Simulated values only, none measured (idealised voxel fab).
Process module under the name voxel self aligned contacts
255 nm wide, 5 nm square cells: that's cross-section cut.
Just so we're on the same page, the cross-sections are grids of square cells, and they're listed out in bands top to bottom, each band one or more rows deep.
The band entry comprises the height of the band's top followed by the height of its bottom, expressed in nm, and subsequently the band's materials from left to right, each stated together with its width in nm. Where a single material is marked with the word "everywhere", that material fills the band from edge to edge. The word "air" represents empty space.
Ref level 0: as-received wafer is one material below here. Bottom band extends down with no lower bound ("from 0 down").
A width given as "30..40" starts at the first number in the band's top row and ends at the second number in its bottom row, shifting by an equal amount at every step from row to row.
The cross-section has no changed cell in any step marked "no modifications".
Each empty space that has no open way to the top and spans at least 8 cells appears under "Sealed void list" as width x height at distance, the distance counted from the left edge, all in nm.
Past the settings on a step's line: simulator remark, on that step.
overlay nm: how far to the right of its planned place the mask lay on this masked step (negative: to the left).
The planned process steps are enumerated hereunder:
1: RECEIVE, material Si
2: OXIDIZE, depth nm 5
3: DIRECTIONAL_DEP, material polySi, thk nm 20
4: DIRECTIONAL_DEP, material SiN, thk nm 25
5: DIRECTIONAL_DEP, material aC, thk nm 10
6: PATTERN, tone cover, mask id GATE, material resist, width nm 30, pitch nm 65, thk nm 25, overlay nm 0
7: DIRECTIONAL_ETCH, etch materials aC, depth nm 10
8: STRIP, etch materials resist
9: DIRECTIONAL_ETCH, etch materials SiN, depth nm 25
10: DIRECTIONAL_ETCH, etch materials polySi, depth nm 20
11: STRIP, etch materials aC
12: CONFORMAL_DEP, material SiN, thk nm 10
13: DIRECTIONAL_ETCH, etch materials SiN, depth nm 10
14: FILL_DEP, material SiO2, thk nm 10
15: CMP, height nm 50
16: MASKED_ETCH, tone open, mask id CONTACT, width nm 35, etch materials SiO2, depth nm 55, overlay nm 0
17: CONFORMAL_DEP, material TiN, thk nm 5
18: FILL_DEP, material Ru, thk nm 5
19: CMP, height nm 50
20: CONFORMAL_DEP, material SiCN, thk nm 5
Be aware that, although all wafers share a common starting state, the width nm at step 16 differs among them, and the plan displays the first wafer's value.
After step 1, as received: first of several wafers, cross-section:
  from 0 down = Si everywhere
  Sealed void list: none
Wafer rows, end of module: cells per material gained (+) or lost (-) since receipt; closed voids last:
width nm 35 | +10 Ru | -51 Si | +51 SiCN | +132 SiN | +344 SiO2 | +27 TiN | +48 polySi | Sealed void list: none
width nm 40 | +10 Ru | -51 Si | +51 SiCN | +132 SiN | +343 SiO2 | +28 TiN | +48 polySi | Sealed void list: none
width nm 45 | +10 Ru | -51 Si | +51 SiCN | +132 SiN | +342 SiO2 | +29 TiN | +48 polySi | Sealed void list: none
width nm 50 | +10 Ru | -51 Si | +51 SiCN | +132 SiN | +341 SiO2 | +30 TiN | +48 polySi | Sealed void list: none
width nm 55 | +10 Ru | -51 Si | +51 SiCN | +132 SiN | +340 SiO2 | +31 TiN | +48 polySi | Sealed void list: none
width nm 60 | +10 Ru | -51 Si | +51 SiCN | +132 SiN | +339 SiO2 | +32 TiN | +48 polySi | Sealed void list: none
